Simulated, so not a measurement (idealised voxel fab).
The following process module bears the name voxel gate over fins.
The cross-section on display is named cut; it measures 145 nm wide, and its cells are 5 nm squares.
Bands, listed from the top down, are how a cross-section gets written in this document; the cross-section itself is a grid of square cells, and a band is one or more rows of them. Band entry format. Leading values: height of top, height of bottom, nm. Remainder: materials in left-to-right order, each with its width in nm. Special words: "everywhere" on a single material, which then fills the band edge to edge; "air", empty space. Measure heights from 0. That's the level where, below it, the as-received wafer is all one material. The lowest band is bottomless and extends downward; write it as in "0 and below". It should be noted that a width expressed as "30 to 40" varies in equal increments from row to row of cells within the band, taking the value of the first number at the top row and that of the second number at the bottom row. "no change occurred" -> step changed no cross-section cell. "Enclosed empty spaces" - sealed voids, min. 8 cells, no opening to top; format: width x height at distance (distance from left edge; nm throughout). Text after the settings on a step's line: the simulator's own remark on that step. overlay nm: mask offset rightward from planned place, masked step; negative means leftward offset.
Process steps foreseen in the plan
| 1 | RECEIVE, material Si |
| 2 | CONFORMAL_DEP, material SiN, thk nm 10 |
| 3 | MASKED_ETCH, tone cover, mask id FINS, width nm 15, pitch nm 45, etch materials SiN, depth nm 10, overlay nm 0 |
| 4 | MASKED_ETCH, tone cover, mask id FINS, width nm 15, pitch nm 45, etch materials Si, depth nm 35, overlay nm 0 |
| 5 | OXIDIZE, depth nm 5 |
| 6 | FILL_DEP, material SiO2, thk nm 10 |
| 7 | CMP, height nm 10 |
| 8 | SELECTIVE_ETCH, etch materials SiO2, depth nm 25 |
| 9 | STRIP, etch materials SiN |
| 10 | CONFORMAL_DEP, material HfO2, thk nm 5 |
| 11 | CONFORMAL_DEP, material TiN, thk nm 5 |
| 12 | CONFORMAL_DEP, material TiAl, thk nm 5 |
| 13 | CONFORMAL_DEP, material TiN, thk nm 5 |
| 14 | FILL_DEP, material W, thk nm 10 |
| 15 | CMP, height nm 25 |
| 16 | CONFORMAL_DEP, material SiCN, thk nm 10 |
The first of two wafers, run as planned
The cross-section here shows the wafer as received, i.e. in its state after step 1
- 0 and below | Si everywhere
- Enclosed empty spaces: none
Step 2 complete: cross-section through the wafer
- 10 down to 0 | SiN everywhere
- Heights below 0 show no change.
Step 3 complete: cross-section through the wafer
- 10 down to 0 | air=20  SiN=15  air=30  SiN=15  air=30  SiN=15  air=20
- Heights below 0 show no change.
Step 4 complete: cross-section through the wafer
- 10 down to 0 | air=20  SiN=15  air=30  SiN=15  air=30  SiN=15  air=20
- 0 down to -35 | air=20  Si=15  air=30  Si=15  air=30  Si=15  air=20
- Heights below -35 show no change.
Step 5 complete: cross-section through the wafer
- 10 down to 0 | air=20  SiN=15  air=30  SiN=15  air=30  SiN=15  air=20
- 0 down to -35 | air=20  SiO2=5  Si=5  SiO2=5  air=30  SiO2=5  Si=5  SiO2=5  air=30  SiO2=5  Si=5  SiO2=5  air=20
- -35 down to -40 | SiO2=25  Si=5  SiO2=40  Si=5  SiO2=40  Si=5  SiO2=25
- Heights below -40 show no change.
Step 6 complete: cross-section through the wafer
- 20 down to 10 | SiO2 everywhere
- 10 down to 0 | SiO2=20  SiN=15  SiO2=30  SiN=15  SiO2=30  SiN=15  SiO2=20
- 0 down to -40 | SiO2=25  Si=5  SiO2=40  Si=5  SiO2=40  Si=5  SiO2=25
- Heights below -40 show no change.
Step 7 complete: cross-section through the wafer
- 10 down to 0 | SiO2=20  SiN=15  SiO2=30  SiN=15  SiO2=30  SiN=15  SiO2=20
- Heights below 0 show no change.
Step 8 complete: cross-section through the wafer
- 10 down to 0 | air=20  SiN=15  air=30  SiN=15  air=30  SiN=15  air=20
- 0 down to -15 | air=25  Si=5  air=40  Si=5  air=40  Si=5  air=25
- Heights below -15 show no change.
Step 9 complete: cross-section through the wafer
- 0 down to -15 | air=25  Si=5  air=40  Si=5  air=40  Si=5  air=25
- Heights below -15 show no change.
Step 10 complete: cross-section through the wafer
- 5 down to 0 | air=20  HfO2=15  air=30  HfO2=15  air=30  HfO2=15  air=20
- 0 down to -10 | air=20  HfO2=5  Si=5  HfO2=5  air=30  HfO2=5  Si=5  HfO2=5  air=30  HfO2=5  Si=5  HfO2=5  air=20
- -10 down to -15 | HfO2=25  Si=5  HfO2=40  Si=5  HfO2=40  Si=5  HfO2=25
- Heights below -15 show no change.
Step 11 complete: cross-section through the wafer
- 10 down to 5 | air=15  TiN=25  air=20  TiN=25  air=20  TiN=25  air=15
- 5 down to 0 | air=15  TiN=5  HfO2=15  TiN=5  air=20  TiN=5  HfO2=15  TiN=5  air=20  TiN=5  HfO2=15  TiN=5  air=15
- 0 down to -5 | air=15  TiN=5  HfO2=5  Si=5  HfO2=5  TiN=5  air=20  TiN=5  HfO2=5  Si=5  HfO2=5  TiN=5  air=20  TiN=5  HfO2=5  Si=5  HfO2=5  TiN=5  air=15
- -5 down to -10 | TiN=20  HfO2=5  Si=5  HfO2=5  TiN=30  HfO2=5  Si=5  HfO2=5  TiN=30  HfO2=5  Si=5  HfO2=5  TiN=20
- Heights below -10 show no change.
Step 12 complete: cross-section through the wafer
- 15 down to 10 | air=10  TiAl=35  air=10  TiAl=35  air=10  TiAl=35  air=10
- 10 down to 5 | air=10  TiAl=5  TiN=25  TiAl=5  air=10  TiAl=5  TiN=25  TiAl=5  air=10  TiAl=5  TiN=25  TiAl=5  air=10
- 5 down to 0 | air=10  TiAl=5  TiN=5  HfO2=15  TiN=5  TiAl=5  air=10  TiAl=5  TiN=5  HfO2=15  TiN=5  TiAl=5  air=10  TiAl=5  TiN=5  HfO2=15  TiN=5  TiAl=5  air=10
- 0 down to -5 | TiAl=15  TiN=5  HfO2=5  Si=5  HfO2=5  TiN=5  TiAl=20  TiN=5  HfO2=5  Si=5  HfO2=5  TiN=5  TiAl=20  TiN=5  HfO2=5  Si=5  HfO2=5  TiN=5  TiAl=15
- Heights below -5 show no change.
Step 13 complete: cross-section through the wafer
- 20 down to 15 | air=5  TiN=135  air=5
- 15 down to 10 | air=5  TiN=5  TiAl=35  TiN=10  TiAl=35  TiN=10  TiAl=35  TiN=5  air=5
- 10 down to 5 | air=5  TiN=5  TiAl=5  TiN=25  TiAl=5  TiN=10  TiAl=5  TiN=25  TiAl=5  TiN=10  TiAl=5  TiN=25  TiAl=5  TiN=5  air=5
- 5 down to 0 | TiN=10  TiAl=5  TiN=5  HfO2=15  TiN=5  TiAl=5  TiN=10  TiAl=5  TiN=5  HfO2=15  TiN=5  TiAl=5  TiN=10  TiAl=5  TiN=5  HfO2=15  TiN=5  TiAl=5  TiN=10
- Heights below 0 show no change.
Step 14 complete: cross-section through the wafer
- 30 down to 20 | W everywhere
- 20 down to 15 | W=5  TiN=135  W=5
- 15 down to 10 | W=5  TiN=5  TiAl=35  TiN=10  TiAl=35  TiN=10  TiAl=35  TiN=5  W=5
- 10 down to 5 | W=5  TiN=5  TiAl=5  TiN=25  TiAl=5  TiN=10  TiAl=5  TiN=25  TiAl=5  TiN=10  TiAl=5  TiN=25  TiAl=5  TiN=5  W=5
- Heights below 5 show no change.
Step 15 complete: cross-section through the wafer
- 25 down to 20 | W everywhere
- Heights below 20 show no change.
Step 16 complete: cross-section through the wafer
- 35 down to 25 | SiCN everywhere
- Heights below 25 show no change.
What follows concerns the second wafer, which started out like the first and was meant to follow the very same plan; one mistake crept in when it was run, but everything up to and including step 15 is the same as for the first wafer
Second wafer, sectioned view, at step 16's planned end time
- 35 down to 25 | SiO2 everywhere
- Heights below 25 show no change.
Processing error: step 16 went in with a setting other than planned; the actual run was CONFORMAL_DEP, material SiO2, thk nm 10
At the finish, the second wafer shows more or fewer cells for some materials than the first does: -58 SiCN, +58 SiO2
